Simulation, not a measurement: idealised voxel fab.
A process module follows: voxel transistor to metal.
The cross-section shown here is cut; it is 185 nm wide and divided into square cells measuring 5 nm on a side.
When this document writes out a cross-section, it uses a grid of square cells and lists it as bands, beginning at the top and moving down, with a band standing for one or more rows of cells. Look at the band entry: it leads with the top's height and the bottom's height in nm. Then it lists the materials left to right, with a width in nm for each. The word "throughout" on a single material says that material fills the band edge to edge. The word "air" is empty space. The reference from which all heights are counted is 0, the level beneath which the as-received wafer is entirely one material; the lowest band, having no lower bound, proceeds downward and is written after the example "0 and below". Width spec "30->40" -> top row of cells at first value, bottom row at second value, equal per-row change in between. "stayed the same" means the step left every cell of the cross-section as it was. The list in "Voids, enclosed" covers empty spaces of 8 cells or more that cannot reach the top through any open way, and it gives each as width x height at distance; the distance is from the left edge, and width, height and distance are in nm. If you see something after the settings on a step's line, that's the simulator's own remark about that step. overlay nm: where the mask lay relative to plan, measured to the right, on steps with a mask; negatives go left.

Here's what the planned process steps look like:
1 RECEIVE (material Si)
2 CONFORMAL_DEP (material SiO2; thk nm 5)
3 CONFORMAL_DEP (material SiN; thk nm 15)
4 PATTERN (tone cover; mask id ACTIVE; material resist; width nm 105; thk nm 15; overlay nm 0)
5 DIRECTIONAL_ETCH (etch materials SiN; depth nm 15)
6 DIRECTIONAL_ETCH (etch materials SiO2; depth nm 5)
7 DIRECTIONAL_ETCH (etch materials Si; depth nm 20)
8 STRIP (etch materials resist)
9 FILL_DEP (material SiO2; thk nm 15)
10 CMP (height nm 20)
11 SELECTIVE_ETCH (etch materials SiO2; depth nm 10)
12 STRIP (etch materials SiN)
13 SELECTIVE_ETCH (etch materials SiO2; depth nm 5)
14 OXIDIZE (depth nm 5)
15 DIRECTIONAL_DEP (material polySi; thk nm 25)
16 DIRECTIONAL_DEP (material SiCN; thk nm 10)
17 DIRECTIONAL_DEP (material aC; thk nm 15)
18 PATTERN (tone cover; mask id GATE; material resist; width nm 25; thk nm 30; overlay nm 0)
19 DIRECTIONAL_ETCH (etch materials aC; depth nm 15)
20 STRIP (etch materials resist)
21 DIRECTIONAL_ETCH (etch materials SiCN; depth nm 20)
22 DIRECTIONAL_ETCH (etch materials polySi; depth nm 35)
23 STRIP (etch materials aC)
24 CONFORMAL_DEP (material SiO2; thk nm 5)
25 DIRECTIONAL_ETCH (etch materials SiO2; depth nm 5)
26 CONFORMAL_DEP (material SiN; thk nm 5)
27 DIRECTIONAL_ETCH (etch materials SiN; depth nm 5)
28 DIRECTIONAL_ETCH (etch materials SiO2; depth nm 5)
29 DIRECTIONAL_ETCH (etch materials Si; depth nm 5)
30 EPI (material nSi; thk nm 10)
31 FILL_DEP (material SiO2; thk nm 5)
32 CMP (height nm 25)
33 STRIP (etch materials polySi)
34 SELECTIVE_ETCH (etch materials SiO2; depth nm 5)
35 CONFORMAL_DEP (material HfO2; thk nm 5)
36 CONFORMAL_DEP (material TiN; thk nm 5)
37 FILL_DEP (material W; thk nm 10)
38 CMP (height nm 20)
39 DIRECTIONAL_DEP (material SiO2; thk nm 15)
40 MASKED_ETCH (tone open; mask id CONTACT; width nm 15; pitch nm 70; etch materials SiO2; depth nm 35; overlay nm 0)
41 CONFORMAL_DEP (material TiN; thk nm 5)
42 FILL_DEP (material Ru; thk nm 10)
43 CMP (height nm 35)
44 CONFORMAL_DEP (material SiCN; thk nm 5)
45 DIRECTIONAL_DEP (material lowk; thk nm 20)
46 MASKED_ETCH (tone open; mask id METAL_1; width nm 15; pitch nm 70; etch materials lowk; depth nm 20; overlay nm 0)
47 MASKED_ETCH (tone open; mask id METAL_1; width nm 15; pitch nm 70; etch materials SiCN; depth nm 5; overlay nm 0)
48 CONFORMAL_DEP (material TiN; thk nm 5)
49 FILL_DEP (material Cu; thk nm 5)
50 CMP (height nm 60)
51 EPI (material Ru; thk nm 5)
52 FILL_DEP (material SiCN; thk nm 5)
53 DIRECTIONAL_DEP (material SiO2; thk nm 30)
54 PATTERN (tone open; mask id METAL_2; material resist; width nm 15; pitch nm 70; thk nm 15; overlay nm 0)
55 DIRECTIONAL_ETCH (etch materials SiO2; depth nm 20)
56 STRIP (etch materials resist)
57 MASKED_ETCH (tone open; mask id METAL_2_HOLES; width nm 15; pitch nm 70; etch materials SiO2; depth nm 10; overlay nm 0)
58 MASKED_ETCH (tone open; mask id METAL_2_HOLES; width nm 15; pitch nm 70; etch materials SiCN; depth nm 5; overlay nm 0)
59 CONFORMAL_DEP (material TiN; thk nm 5)
60 FILL_DEP (material Ru; thk nm 5)
61 CMP (height nm 100)
62 CONFORMAL_DEP (material SiCN; thk nm 5)

Incoming wafer, cross-sectional view, post step 1:
  0 and below | Si throughout
  Voids, enclosed: none

The module was run from the start shown above using the plan shown above, but one mistake was made doing it; the resulting wafer cross-section is below:
  105 down to 100 | SiCN throughout
  100 down to 95 | SiCN=50  TiN=15  SiCN=55  TiN=15  SiCN=50
  95 down to 90 | SiCN=45  SiO2=25  SiCN=45  SiO2=25  SiCN=45
  90 down to 65 | SiO2 throughout
  65 down to 60 | SiO2=45  Ru=25  SiO2=45  Ru=25  SiO2=45
  60 down to 40 | lowk=50  TiN=5  Cu=5  TiN=5  lowk=55  TiN=5  Cu=5  TiN=5  lowk=50
  40 down to 35 | SiCN=50  TiN=15  SiCN=55  TiN=15  SiCN=50
  35 down to 20 | SiO2=50  TiN=5  Ru=5  TiN=5  SiO2=55  TiN=5  Ru=5  TiN=5  SiO2=50
  20 down to 10 | SiO2=50  TiN=5  Ru=5  TiN=5  SiO2=5  SiN=5  HfO2=5  TiN=5  W=15  TiN=5  HfO2=5  SiN=5  SiO2=5  TiN=5  Ru=5  TiN=5  SiO2=50
  10 down to 5 | SiO2=50  TiN=15  SiO2=5  SiN=5  HfO2=5  TiN=5  W=15  TiN=5  HfO2=5  SiN=5  SiO2=5  TiN=15  SiO2=50
  5 down to 0 | SiO2=40  SiN=5  nSi=10  TiN=5  nSi=10  SiN=5  HfO2=5  TiN=25  HfO2=5  SiN=5  nSi=10  TiN=5  nSi=10  SiN=5  SiO2=40
  0 down to -5 | SiO2=45  nSi=25  SiO2=5  HfO2=35  SiO2=5  nSi=25  SiO2=45
  -5 down to -10 | SiO2=40  Si=5  nSi=25  Si=45  nSi=25  Si=5  SiO2=40
  -10 down to -20 | SiO2=40  Si=105  SiO2=40
  -20 and below | Si throughout
  Voids, enclosed: none
Plan not followed: transposition of steps 52 and 53 relative to the planned sequence
